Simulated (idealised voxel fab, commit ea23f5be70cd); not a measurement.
process module | voxel ribs on slabs
cross-section cut | 150 nm wide | cells 5 nm
A cross-section is a grid of square cells, given in bands from the top down. A band is one or more rows of cells.
Each band's line starts with the height of the band's top and of its bottom, in nm. Then come its materials from left to right, each with its width in nm. One material with "throughout" fills the band from edge to edge. "air" is empty space.
Height 0 is the level under which the wafer as received is all one material. The lowest band goes on downwards, as in "0 down".
A width such as "30 to 40" changes by the same amount from each row of cells to the next, from the band's top row to its bottom row.
"no change" after a step means that no cell of the cross-section changed.
closed voids: empty space of 8 cells or more with no open way to the top, each as width x height at its distance from the left edge, in nm
after a step's settings: what the simulator itself notes on the step
overlay nm, on a step with a mask: how far to the right of its planned place the mask lay; to the left if negative
plan
1 op RECEIVE | material Si
2 op DIRECTIONAL_DEP | material SiO2 | thk nm 30
3 op DIRECTIONAL_DEP | material polySi | thk nm 20
4 op DIRECTIONAL_DEP | material aC | thk nm 15
5 op PATTERN | tone cover | mask id RIB | material resist | width nm 30 | thk nm 30 | overlay nm 0
6 op DIRECTIONAL_ETCH | etch materials aC | depth nm 15
7 op STRIP | etch materials resist
8 op DIRECTIONAL_ETCH | etch materials polySi | depth nm 15
9 op STRIP | etch materials aC
10 op DIRECTIONAL_DEP | material aC | thk nm 10
11 op PATTERN | tone cover | mask id SLAB | material resist | width nm 90 | thk nm 25 | overlay nm 0
12 op DIRECTIONAL_ETCH | etch materials aC | depth nm 10
13 op STRIP | etch materials resist
14 op DIRECTIONAL_ETCH | etch materials polySi | depth nm 5
15 op STRIP | etch materials aC
16 op FILL_DEP | material SiO2 | thk nm 25
17 op CMP | height nm 65
18 op DIRECTIONAL_DEP | material W | thk nm 5
19 op PATTERN | tone cover | mask id HEATER | material resist | width nm 40 | thk nm 15 | overlay nm 0
20 op DIRECTIONAL_ETCH | etch materials W | depth nm 5
21 op STRIP | etch materials resist
22 op CONFORMAL_DEP | material SiN | thk nm 10
as received, after step 1
  0 down: Si throughout
  closed voids: none
first wafer at the end, as planned
  80 to 75: air 45 | SiN 60 | air 45
  75 to 70: SiN throughout
  70 to 65: SiN 55 | W 40 | SiN 55
  65 to 50: SiO2 throughout
  50 to 35: SiO2 60 | polySi 30 | SiO2 60
  35 to 30: SiO2 30 | polySi 90 | SiO2 30
  30 to 0: SiO2 throughout
  0 down: Si throughout
  closed voids: none
second wafer at the end: like start, like plan, one mistake
  80 to 75: air 45 | SiO2 60 | air 45
  75 to 70: SiO2 throughout
  70 to 65: SiO2 55 | W 40 | SiO2 55
  65 to 50: SiO2 throughout
  50 to 35: SiO2 60 | polySi 30 | SiO2 60
  35 to 30: SiO2 30 | polySi 90 | SiO2 30
  30 to 0: SiO2 throughout
  0 down: Si throughout
  closed voids: none
what went wrong: step 22 ran as: op CONFORMAL_DEP | material SiO2 | thk nm 10
at the end the second wafer has, in cells: 64 fewer of SiN | 64 more of SiO2
